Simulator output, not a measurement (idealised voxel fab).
Name of the process module below: voxel trench capacitor
The width of the displayed cross-section, cut, is 250 nm; its cells are square, with a size of 5 nm.
When this document writes out a cross-section, it uses a grid of square cells and lists it as bands, beginning at the top and moving down, with a band standing for one or more rows of cells.
Quick guide to a band line: top height, bottom height (nm) up front; then every material left to right with its width in nm. Only one material and it's marked "all across"? Then it fills the band edge to edge. And "empty" just means empty space.
The level at which height equals 0 is the one under which the wafer, as it arrives, is entirely one material. No lower edge exists for the bottom band, which continues downward and is notated as in "0..down".
Per-row width for "30->40": begins at first number (top row of band), ends at second number (bottom row), increment between rows held constant.
Take "nothing altered" at face value: in the step it is given for, the cross-section changed in none of its cells.
"Sealed void list" enumerates empty spaces isolated from the top, with no open way to it, that contain at least 8 cells, giving each as width x height at distance from the left edge, all three in nm.
Heads up: the bit after the settings on a step's line is the simulator's remark on that step.
Regarding "overlay nm": on a step with a mask, it is the distance the mask lay to the right of its planned place; a negative value places it to the left.
plan
- 1: RECEIVE | material Si
- 2: CONFORMAL_DEP | material SiN | thk nm 10
- 3: DIRECTIONAL_DEP | material aC | thk nm 15
- 4: PATTERN | tone open | mask id TRENCH | material resist | width nm 30 | pitch nm 60 | thk nm 35 | overlay nm 0
- 5: DIRECTIONAL_ETCH | etch materials aC | depth nm 15
- 6: STRIP | etch materials resist
- 7: DIRECTIONAL_ETCH | etch materials SiN | depth nm 10
- 8: DIRECTIONAL_ETCH | etch materials Si | depth nm 25
- 9: STRIP | etch materials aC
- 10: CONFORMAL_DEP | material Al2O3 | thk nm 5
- 11: CONFORMAL_DEP | material TiN | thk nm 5
- 12: FILL_DEP | material W | thk nm 5
- 13: CMP | height nm 10
Wafer, first of two, run as planned
Incoming wafer, cross-sectional view, post step 1
* 0..down  Si all across
* Sealed void list: none
Cross-section through the wafer, step 2 finished
* 10..0  SiN all across
* At heights below 0, the structure remains unaltered.
Cross-section through the wafer, step 3 finished
* 25..10  aC all across
* At heights below 10, the structure remains unaltered.
Cross-section through the wafer, step 4 finished
* 60..25  resist 80 / empty 30 / resist 30 / empty 30 / resist 80
* At heights below 25, the structure remains unaltered.
Cross-section through the wafer, step 5 finished
* 45..25  resist 80 / empty 30 / resist 30 / empty 30 / resist 80
* 25..10  aC 80 / empty 30 / aC 30 / empty 30 / aC 80
* At heights below 10, the structure remains unaltered.
Cross-section through the wafer, step 6 finished
* 25..10  aC 80 / empty 30 / aC 30 / empty 30 / aC 80
* At heights below 10, the structure remains unaltered.
Cross-section through the wafer, step 7 finished
* 25..10  aC 80 / empty 30 / aC 30 / empty 30 / aC 80
* 10..0  SiN 80 / empty 30 / SiN 30 / empty 30 / SiN 80
* At heights below 0, the structure remains unaltered.
Cross-section through the wafer, step 8 finished
* 25..10  aC 80 / empty 30 / aC 30 / empty 30 / aC 80
* 10..0  SiN 80 / empty 30 / SiN 30 / empty 30 / SiN 80
* 0..-25  Si 80 / empty 30 / Si 30 / empty 30 / Si 80
* At heights below -25, the structure remains unaltered.
Cross-section through the wafer, step 9 finished
* 10..0  SiN 80 / empty 30 / SiN 30 / empty 30 / SiN 80
* At heights below 0, the structure remains unaltered.
Cross-section through the wafer, step 10 finished
* 15..10  Al2O3 85 / empty 20 / Al2O3 40 / empty 20 / Al2O3 85
* 10..0  SiN 80 / Al2O3 5 / empty 20 / Al2O3 5 / SiN 30 / Al2O3 5 / empty 20 / Al2O3 5 / SiN 80
* 0..-20  Si 80 / Al2O3 5 / empty 20 / Al2O3 5 / Si 30 / Al2O3 5 / empty 20 / Al2O3 5 / Si 80
* -20..-25  Si 80 / Al2O3 30 / Si 30 / Al2O3 30 / Si 80
* At heights below -25, the structure remains unaltered.
Cross-section through the wafer, step 11 finished
* 20..15  TiN 90 / empty 10 / TiN 50 / empty 10 / TiN 90
* 15..10  Al2O3 85 / TiN 5 / empty 10 / TiN 5 / Al2O3 40 / TiN 5 / empty 10 / TiN 5 / Al2O3 85
* 10..0  SiN 80 / Al2O3 5 / TiN 5 / empty 10 / TiN 5 / Al2O3 5 / SiN 30 / Al2O3 5 / TiN 5 / empty 10 / TiN 5 / Al2O3 5 / SiN 80
* 0..-15  Si 80 / Al2O3 5 / TiN 5 / empty 10 / TiN 5 / Al2O3 5 / Si 30 / Al2O3 5 / TiN 5 / empty 10 / TiN 5 / Al2O3 5 / Si 80
* -15..-20  Si 80 / Al2O3 5 / TiN 20 / Al2O3 5 / Si 30 / Al2O3 5 / TiN 20 / Al2O3 5 / Si 80
* At heights below -20, the structure remains unaltered.
Cross-section through the wafer, step 12 finished
* 25..20  W all across
* 20..15  TiN 90 / W 10 / TiN 50 / W 10 / TiN 90
* 15..10  Al2O3 85 / TiN 5 / W 10 / TiN 5 / Al2O3 40 / TiN 5 / W 10 / TiN 5 / Al2O3 85
* 10..0  SiN 80 / Al2O3 5 / TiN 5 / W 10 / TiN 5 / Al2O3 5 / SiN 30 / Al2O3 5 / TiN 5 / W 10 / TiN 5 / Al2O3 5 / SiN 80
* 0..-15  Si 80 / Al2O3 5 / TiN 5 / W 10 / TiN 5 / Al2O3 5 / Si 30 / Al2O3 5 / TiN 5 / W 10 / TiN 5 / Al2O3 5 / Si 80
* At heights below -15, the structure remains unaltered.
Cross-section through the wafer, step 13 finished
* 10..0  SiN 80 / Al2O3 5 / TiN 5 / W 10 / TiN 5 / Al2O3 5 / SiN 30 / Al2O3 5 / TiN 5 / W 10 / TiN 5 / Al2O3 5 / SiN 80
* At heights below 0, the structure remains unaltered.
Here the second wafer is described. Its start and its plan were those of the first wafer. Its run contained one mistake. Up to and including step 9, it did exactly what the first wafer did
Second wafer, cut view, end of step 10 per plan
* 15..10  TiN 85 / empty 20 / TiN 40 / empty 20 / TiN 85
* 10..0  SiN 80 / TiN 5 / empty 20 / TiN 5 / SiN 30 / TiN 5 / empty 20 / TiN 5 / SiN 80
* 0..-20  Si 80 / TiN 5 / empty 20 / TiN 5 / Si 30 / TiN 5 / empty 20 / TiN 5 / Si 80
* -20..-25  Si 80 / TiN 30 / Si 30 / TiN 30 / Si 80
* At heights below -25, the structure remains unaltered.
Second wafer, cut view, end of step 11 per plan
* 20..15  Al2O3 90 / empty 10 / Al2O3 50 / empty 10 / Al2O3 90
* 15..10  TiN 85 / Al2O3 5 / empty 10 / Al2O3 5 / TiN 40 / Al2O3 5 / empty 10 / Al2O3 5 / TiN 85
* 10..0  SiN 80 / TiN 5 / Al2O3 5 / empty 10 / Al2O3 5 / TiN 5 / SiN 30 / TiN 5 / Al2O3 5 / empty 10 / Al2O3 5 / TiN 5 / SiN 80
* 0..-15  Si 80 / TiN 5 / Al2O3 5 / empty 10 / Al2O3 5 / TiN 5 / Si 30 / TiN 5 / Al2O3 5 / empty 10 / Al2O3 5 / TiN 5 / Si 80
* -15..-20  Si 80 / TiN 5 / Al2O3 20 / TiN 5 / Si 30 / TiN 5 / Al2O3 20 / TiN 5 / Si 80
* At heights below -20, the structure remains unaltered.
Second wafer, cut view, end of step 12 per plan
* 25..20  W all across
* 20..15  Al2O3 90 / W 10 / Al2O3 50 / W 10 / Al2O3 90
* 15..10  TiN 85 / Al2O3 5 / W 10 / Al2O3 5 / TiN 40 / Al2O3 5 / W 10 / Al2O3 5 / TiN 85
* 10..0  SiN 80 / TiN 5 / Al2O3 5 / W 10 / Al2O3 5 / TiN 5 / SiN 30 / TiN 5 / Al2O3 5 / W 10 / Al2O3 5 / TiN 5 / SiN 80
* 0..-15  Si 80 / TiN 5 / Al2O3 5 / W 10 / Al2O3 5 / TiN 5 / Si 30 / TiN 5 / Al2O3 5 / W 10 / Al2O3 5 / TiN 5 / Si 80
* At heights below -15, the structure remains unaltered.
Second wafer, cut view, end of step 13 per plan
* 10..0  SiN 80 / TiN 5 / Al2O3 5 / W 10 / Al2O3 5 / TiN 5 / SiN 30 / TiN 5 / Al2O3 5 / W 10 / Al2O3 5 / TiN 5 / SiN 80
* At heights below 0, the structure remains unaltered.
Where did the run depart from the plan? so 10 and 11 got swapped relative to the plan, each ran where the other was supposed to
Final comparison by cell count, materials where the second wafer has more or fewer than the first: Al2O3 -8 | TiN +8
